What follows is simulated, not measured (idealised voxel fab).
Documented hereafter: the process module known as voxel air gaps.
The figure presents cross-section cut, which has a width of 210 nm and is divided into square cells with an edge length of 5 nm.
Cross-sections here: square-cell grids, written as top-down lists of bands, a band being one or more rows of cells.
The entry gives the band's vertical extent as a top height and a bottom height in nm, then its horizontal make-up as materials from left to right, each with a width in nm. "blank" stands for empty space; a single material marked "throughout" fills the band edge to edge.
Where do heights start? At 0: under that level the wafer as delivered is made of one material only. And the lowest band has no floor; it just carries on downward, as in "0 and below".
It should be noted that a width expressed as "30 to 40" varies in equal increments from row to row of cells within the band, taking the value of the first number at the top row and that of the second number at the bottom row.
It should be understood that the words "remains unaltered", when stated for a given step, signify that the cross-section underwent no change in any of its cells during that step.
So "Sealed cavities" is basically the list of trapped voids: any empty space of 8 cells or more that can't reach the top through an opening. They're written width x height at distance, the distance being from the left edge, and it's all nm.
What comes after the settings on a step's line is commentary from the simulator itself on that step.
A step line may carry the setting "overlay nm", which, for steps involving a mask, states the distance by which the mask lay to the right of its intended position; negative values denote displacement to the left.

**Below is the list of planned process steps**
- 1: op RECEIVE | material Si
- 2: op CONFORMAL_DEP | material SiO2 | thk nm 10
- 3: op CONFORMAL_DEP | material SiCN | thk nm 5
- 4: op DIRECTIONAL_DEP | material lowk | thk nm 35
- 5: op DIRECTIONAL_DEP | material aC | thk nm 15
- 6: op PATTERN | tone open | mask id LINES | material resist | width nm 15 | pitch nm 45 | thk nm 35 | overlay nm 0
- 7: op DIRECTIONAL_ETCH | etch materials aC | depth nm 5
- 8: op STRIP | etch materials resist
- 9: op DIRECTIONAL_ETCH | etch materials lowk | depth nm 35
- 10: op STRIP | etch materials aC
- 11: op CONFORMAL_DEP | material TiN | thk nm 5
- 12: op FILL_DEP | material W | thk nm 10
- 13: op CMP | height nm 50
- 14: op EPI | material Ru | thk nm 10
- 15: op SELECTIVE_ETCH | etch materials lowk | depth nm 45
- 16: op CONFORMAL_DEP | material SiCN | thk nm 5
It is noted that the wafers described herein are identical at the outset and are distinguished by the depth nm of step 7; the value stated in the plan corresponds to the first wafer.

**Cross-section, first of several wafers, as delivered after step 1**
> 0 and below  Si throughout
> Sealed cavities: none

**First of several wafers, sectioned at end of module (last step: step 16)**
> 20 down to 10  SiCN throughout
> 10 down to 0  SiO2 throughout
> 0 and below  Si throughout
> Sealed cavities: none

**Last wafer of the set, cross-sectioned at end of module**
> 65 down to 60  blank=35, then SiCN=135, then blank=40
> 60 down to 50  blank=35, then SiCN=5, then Ru=35, then SiCN=10, then Ru=35, then SiCN=10, then Ru=35, then SiCN=5, then blank=40
> 50 down to 45  blank=35, then SiCN=15, then TiN=5, then W=5, then TiN=5, then SiCN=30, then TiN=5, then W=5, then TiN=5, then SiCN=30, then TiN=5, then W=5, then TiN=5, then SiCN=15, then blank=40
> 45 down to 20  blank=45, then SiCN=5, then TiN=5, then W=5, then TiN=5, then SiCN=5, then blank=20, then SiCN=5, then TiN=5, then W=5, then TiN=5, then SiCN=5, then blank=20, then SiCN=5, then TiN=5, then W=5, then TiN=5, then SiCN=5, then blank=50
> 20 down to 15  SiCN=50, then TiN=15, then SiCN=30, then TiN=15, then SiCN=30, then TiN=15, then SiCN=55
> 15 down to 10  SiCN throughout
> 10 down to 0  SiO2 throughout
> 0 and below  Si throughout
> Sealed cavities: 20 x 25 at 70; 20 x 25 at 115

**End of module, by wafer: material-by-material cell gain (+) or loss (-) since receipt, then closed voids**
depth nm 5; +84 SiCN; +84 SiO2; Sealed cavities: none
depth nm 10; +84 SiCN; +84 SiO2; Sealed cavities: none
depth nm 15; +42 Ru; +162 SiCN; +84 SiO2; +45 TiN; +18 W; Sealed cavities: 20 x 25 at 70; 20 x 25 at 115
depth nm 20; +42 Ru; +162 SiCN; +84 SiO2; +45 TiN; +18 W; Sealed cavities: 20 x 25 at 70; 20 x 25 at 115
depth nm 25; +42 Ru; +162 SiCN; +84 SiO2; +45 TiN; +18 W; Sealed cavities: 20 x 25 at 70; 20 x 25 at 115
depth nm 30; +42 Ru; +162 SiCN; +84 SiO2; +45 TiN; +18 W; Sealed cavities: 20 x 25 at 70; 20 x 25 at 115
